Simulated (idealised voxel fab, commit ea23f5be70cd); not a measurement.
Process module name: voxel ribs on slabs
215 nm wide, 5 nm square cells: that's cross-section cut.
If you're reading a cross-section in this doc, picture square cells in a grid; it comes to you as bands, top ones listed first down to the bottom, and a band can be one or more rows of cells. Read a band's entry like this: the first values are the height of its top and the height of its bottom in nm, and what follows is the sequence of materials from left to right, each with its width in nm. Note that "air" is empty space, and that a single material marked "edge to edge" reaches across the band from edge to edge. Where do heights start? At 0: under that level the wafer as delivered is made of one material only. And the lowest band has no floor; it just carries on downward, as in "top 0, no bottom". A width such as "30->40" changes by the same amount from each row of cells to the next, from the band's top row to its bottom row. "remains unaltered" (step): cross-section cells unchanged, all of them. Sealed internal voids: empty space of 8 cells or more with no open way to the top, each as width x height at its distance from the left edge, in nm. What comes after the settings on a step's line is commentary from the simulator itself on that step. "overlay nm" answers the question of how far to the right of plan the mask lay on a step that has a mask, and when it is negative the answer is to the left.

-- Planned process steps
1) RECEIVE | material Si
2) DIRECTIONAL_DEP | material SiO2 | thk nm 20
3) DIRECTIONAL_DEP | material SiN | thk nm 25
4) MASKED_ETCH | tone cover | mask id RIB | width nm 30 | etch materials SiN | depth nm 10 | overlay nm 0
5) DIRECTIONAL_DEP | material aC | thk nm 15
6) PATTERN | tone cover | mask id SLAB | material resist | width nm 60 | thk nm 30 | overlay nm 0
7) DIRECTIONAL_ETCH | etch materials aC | depth nm 15
8) STRIP | etch materials resist
9) DIRECTIONAL_ETCH | etch materials SiN | depth nm 15
10) STRIP | etch materials aC
11) FILL_DEP | material SiO2 | thk nm 20
12) CMP | height nm 55
13) DIRECTIONAL_DEP | material TiN | thk nm 5
14) PATTERN | tone cover | mask id HEATER | material resist | width nm 40 | thk nm 15 | overlay nm 0
15) DIRECTIONAL_ETCH | etch materials TiN | depth nm 5
16) STRIP | etch materials resist
17) CONFORMAL_DEP | material SiO2 | thk nm 10

-- First wafer of two (run as planned)

-- Cross-section, incoming material, after step 1
* top 0, no bottom  Si edge to edge
* Sealed internal voids: none

-- The wafer, seen in cross-section, after step 2
* top 20, bottom 0  SiO2 edge to edge
* Anything lower than 0 is untouched.

-- The wafer, seen in cross-section, after step 3
* top 45, bottom 20  SiN edge to edge
* Anything lower than 20 is untouched.

-- The wafer, seen in cross-section, after step 4
* top 45, bottom 35  90 air | 30 SiN | 95 air
* Anything lower than 35 is untouched.

-- The wafer, seen in cross-section, after step 5
* top 60, bottom 50  90 air | 30 aC | 95 air
* top 50, bottom 45  aC edge to edge
* top 45, bottom 35  90 aC | 30 SiN | 95 aC
* Anything lower than 35 is untouched.

-- The wafer, seen in cross-section, after step 6
* top 90, bottom 60  75 air | 60 resist | 80 air
* top 60, bottom 50  75 air | 15 resist | 30 aC | 15 resist | 80 air
* Anything lower than 50 is untouched.

-- The wafer, seen in cross-section, after step 7
* top 75, bottom 60  75 air | 60 resist | 80 air
* top 60, bottom 50  75 air | 15 resist | 30 aC | 15 resist | 80 air
* top 50, bottom 45  75 air | 60 aC | 80 air
* top 45, bottom 35  75 air | 15 aC | 30 SiN | 15 aC | 80 air
* Anything lower than 35 is untouched.

-- The wafer, seen in cross-section, after step 8
* top 60, bottom 50  90 air | 30 aC | 95 air
* Anything lower than 50 is untouched.

-- The wafer, seen in cross-section, after step 9
* top 60, bottom 50  90 air | 30 aC | 95 air
* top 50, bottom 45  75 air | 60 aC | 80 air
* top 45, bottom 35  75 air | 15 aC | 30 SiN | 15 aC | 80 air
* top 35, bottom 20  75 air | 60 SiN | 80 air
* Anything lower than 20 is untouched.

-- The wafer, seen in cross-section, after step 10
* top 45, bottom 35  90 air | 30 SiN | 95 air
* Anything lower than 35 is untouched.

-- The wafer, seen in cross-section, after step 11
* top 65, bottom 45  SiO2 edge to edge
* top 45, bottom 35  90 SiO2 | 30 SiN | 95 SiO2
* top 35, bottom 20  75 SiO2 | 60 SiN | 80 SiO2
* Anything lower than 20 is untouched.

-- The wafer, seen in cross-section, after step 12
* top 55, bottom 45  SiO2 edge to edge
* Anything lower than 45 is untouched.

-- The wafer, seen in cross-section, after step 13
* top 60, bottom 55  TiN edge to edge
* Anything lower than 55 is untouched.

-- The wafer, seen in cross-section, after step 14
* top 75, bottom 60  85 air | 40 resist | 90 air
* Anything lower than 60 is untouched.

-- The wafer, seen in cross-section, after step 15
* top 75, bottom 60  85 air | 40 resist | 90 air
* top 60, bottom 55  85 air | 40 TiN | 90 air
* Anything lower than 55 is untouched.

-- The wafer, seen in cross-section, after step 16
* top 60, bottom 55  85 air | 40 TiN | 90 air
* Anything lower than 55 is untouched.

-- The wafer, seen in cross-section, after step 17
* top 70, bottom 65  75 air | 60 SiO2 | 80 air
* top 65, bottom 60  SiO2 edge to edge
* top 60, bottom 55  85 SiO2 | 40 TiN | 90 SiO2
* Anything lower than 55 is untouched.

-- What follows concerns the second wafer, which started out like the first and was meant to follow the very same plan; one mistake crept in when it was run, but everything up to and including step 10 is the same as for the first wafer

-- At the planned end of step 11, the second wafer in cross-section
* top 65, bottom 45  aC edge to edge
* top 45, bottom 35  90 aC | 30 SiN | 95 aC
* top 35, bottom 20  75 aC | 60 SiN | 80 aC
* Anything lower than 20 is untouched.

-- At the planned end of step 12, the second wafer in cross-section
* top 55, bottom 45  aC edge to edge
* Anything lower than 45 is untouched.

-- At the planned end of step 13, the second wafer in cross-section
* top 60, bottom 55  TiN edge to edge
* Anything lower than 55 is untouched.

-- At the planned end of step 14, the second wafer in cross-section
* top 75, bottom 60  85 air | 40 resist | 90 air
* Anything lower than 60 is untouched.

-- At the planned end of step 15, the second wafer in cross-section
* top 75, bottom 60  85 air | 40 resist | 90 air
* top 60, bottom 55  85 air | 40 TiN | 90 air
* Anything lower than 55 is untouched.

-- At the planned end of step 16, the second wafer in cross-section
* top 60, bottom 55  85 air | 40 TiN | 90 air
* Anything lower than 55 is untouched.

-- At the planned end of step 17, the second wafer in cross-section
* top 70, bottom 65  75 air | 60 SiO2 | 80 air
* top 65, bottom 60  SiO2 edge to edge
* top 60, bottom 55  85 SiO2 | 40 TiN | 90 SiO2
* Anything lower than 55 is untouched.
Plan not followed: step 11 changed vs plan, executed as FILL_DEP | material aC | thk nm 20
Final comparison by cell count, materials where the second wafer has more or fewer than the first: -253 SiO2 | +253 aC
